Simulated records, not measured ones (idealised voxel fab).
process module | voxel wiring stack
cross-section cut | 140 nm wide | cells 5 nm
A cross-section is a grid of square cells, given in bands from the top down. A band is one or more rows of cells.
Each band's line starts with the height of the band's top and of its bottom, in nm. Then come its materials from left to right, each with its width in nm. One material with "throughout" fills the band from edge to edge. "air" is empty space.
Height 0 is the level under which the wafer as received is all one material. The lowest band goes on downwards, as in "0 down".
A width such as "30 to 40" changes by the same amount from each row of cells to the next, from the band's top row to its bottom row.
"no change" after a step means that no cell of the cross-section changed.
closed voids: empty space of 8 cells or more with no open way to the top, each as width x height at its distance from the left edge, in nm
after a step's settings: what the simulator itself notes on the step
overlay nm, on a step with a mask: how far to the right of its planned place the mask lay; to the left if negative
plan
1 op RECEIVE | material Si
2 op CONFORMAL_DEP | material SiO2 | thk nm 10
3 op DIRECTIONAL_DEP | material TiN | thk nm 5
4 op DIRECTIONAL_DEP | material W | thk nm 20
5 op PATTERN | tone cover | mask id METAL_1 | material resist | width nm 25 | pitch nm 55 | thk nm 15 | overlay nm 0
6 op DIRECTIONAL_ETCH | etch materials W | depth nm 20
7 op DIRECTIONAL_ETCH | etch materials TiN | depth nm 5
8 op STRIP | etch materials resist
9 op CONFORMAL_DEP | material SiCN | thk nm 5
10 op FILL_DEP | material lowk | thk nm 5
11 op CMP | height nm 35
12 op CONFORMAL_DEP | material SiCN | thk nm 5
13 op DIRECTIONAL_DEP | material lowk | thk nm 20
14 op PATTERN | tone open | mask id PLUG_1 | material resist | width nm 15 | pitch nm 55 | thk nm 15 | overlay nm 0
15 op DIRECTIONAL_ETCH | etch materials lowk | depth nm 20
16 op DIRECTIONAL_ETCH | etch materials SiCN | depth nm 5
17 op STRIP | etch materials resist
18 op CONFORMAL_DEP | material TiN | thk nm 5
19 op FILL_DEP | material Cu | thk nm 5
20 op CMP | height nm 60
21 op DIRECTIONAL_DEP | material TiN | thk nm 5
22 op DIRECTIONAL_DEP | material Ru | thk nm 20
23 op PATTERN | tone cover | mask id METAL_2 | material resist | width nm 25 | pitch nm 55 | thk nm 20 | overlay nm 0
24 op DIRECTIONAL_ETCH | etch materials Ru | depth nm 20
25 op DIRECTIONAL_ETCH | etch materials TiN | depth nm 5
26 op STRIP | etch materials resist
27 op CONFORMAL_DEP | material SiCN | thk nm 5
28 op FILL_DEP | material SiO2 | thk nm 10
29 op CMP | height nm 85
30 op CONFORMAL_DEP | material SiCN | thk nm 5
31 op DIRECTIONAL_DEP | material lowk | thk nm 35
32 op DIRECTIONAL_DEP | material aC | thk nm 10
33 op PATTERN | tone open | mask id METAL_3_HOLES | material resist | width nm 15 | thk nm 25 | overlay nm 0
34 op DIRECTIONAL_ETCH | etch materials aC | depth nm 10
35 op STRIP | etch materials resist
36 op DIRECTIONAL_ETCH | etch materials lowk | depth nm 35
37 op STRIP | etch materials aC
38 op PATTERN | tone open | mask id METAL_3 | material resist | width nm 25 | pitch nm 55 | thk nm 15 | overlay nm 0
39 op DIRECTIONAL_ETCH | etch materials lowk | depth nm 20
40 op DIRECTIONAL_ETCH | etch materials SiCN | depth nm 5
41 op STRIP | etch materials resist
42 op CONFORMAL_DEP | material TiN | thk nm 5
43 op FILL_DEP | material Cu | thk nm 10
44 op CMP | height nm 125
45 op CONFORMAL_DEP | material SiCN | thk nm 5
as received, after step 1
  0 down: Si throughout
  closed voids: none
first wafer at the end, as planned
  130 to 125: SiCN throughout
  125 to 110: lowk 30 | TiN 5 | Cu 15 | TiN 5 | lowk 30 | TiN 5 | Cu 15 | TiN 5 | lowk 30
  110 to 105: lowk 30 | TiN 5 | Cu 5 | TiN 15 | lowk 30 | TiN 25 | lowk 30
  105 to 90: lowk 30 | TiN 5 | Cu 5 | TiN 5 | lowk 95
  90 to 85: SiCN 30 | TiN 15 | SiCN 95
  85 to 65: SiO2 25 | SiCN 5 | Ru 25 | SiCN 5 | SiO2 20 | SiCN 5 | Ru 25 | SiCN 5 | SiO2 25
  65 to 60: SiCN 30 | TiN 25 | SiCN 30 | TiN 25 | SiCN 30
  60 to 40: lowk 30 | TiN 5 | Cu 5 | TiN 5 | lowk 40 | TiN 5 | Cu 5 | TiN 5 | lowk 40
  40 to 35: SiCN 30 | TiN 15 | SiCN 40 | TiN 15 | SiCN 40
  35 to 15: lowk 25 | SiCN 5 | W 25 | SiCN 5 | lowk 20 | SiCN 5 | W 25 | SiCN 5 | lowk 25
  15 to 10: SiCN 30 | TiN 25 | SiCN 30 | TiN 25 | SiCN 30
  10 to 0: SiO2 throughout
  0 down: Si throughout
  closed voids: none
second wafer at the end: like start, like plan, one mistake
  130 to 125: SiCN throughout
  125 to 110: lowk 30 | TiN 5 | Cu 15 | TiN 5 | lowk 30 | TiN 5 | Cu 15 | TiN 5 | lowk 30
  110 to 105: lowk 30 | TiN 5 | Cu 5 | TiN 15 | lowk 30 | TiN 25 | lowk 30
  105 to 90: lowk 30 | TiN 5 | Cu 5 | TiN 5 | lowk 95
  90 to 85: SiCN 30 | TiN 15 | SiCN 95
  85 to 65: SiO2 30 | SiCN 5 | Ru 20 | SiCN 5 | SiO2 25 | SiCN 5 | Ru 20 | SiCN 5 | SiO2 25
  65 to 60: SiCN 35 | TiN 20 | SiCN 35 | TiN 20 | SiCN 30
  60 to 40: lowk 30 | TiN 5 | Cu 5 | TiN 5 | lowk 40 | TiN 5 | Cu 5 | TiN 5 | lowk 40
  40 to 35: SiCN 30 | TiN 15 | SiCN 40 | TiN 15 | SiCN 40
  35 to 15: lowk 25 | SiCN 5 | W 25 | SiCN 5 | lowk 20 | SiCN 5 | W 25 | SiCN 5 | lowk 25
  15 to 10: SiCN 30 | TiN 25 | SiCN 30 | TiN 25 | SiCN 30
  10 to 0: SiO2 throughout
  0 down: Si throughout
  closed voids: none
what went wrong: step 23 ran as: op PATTERN | tone cover | mask id METAL_2 | material resist | width nm 20 | pitch nm 55 | thk nm 20 | overlay nm 0
at the end the second wafer has, in cells: 8 fewer of Ru | 2 more of SiCN | 8 more of SiO2 | 2 fewer of TiN
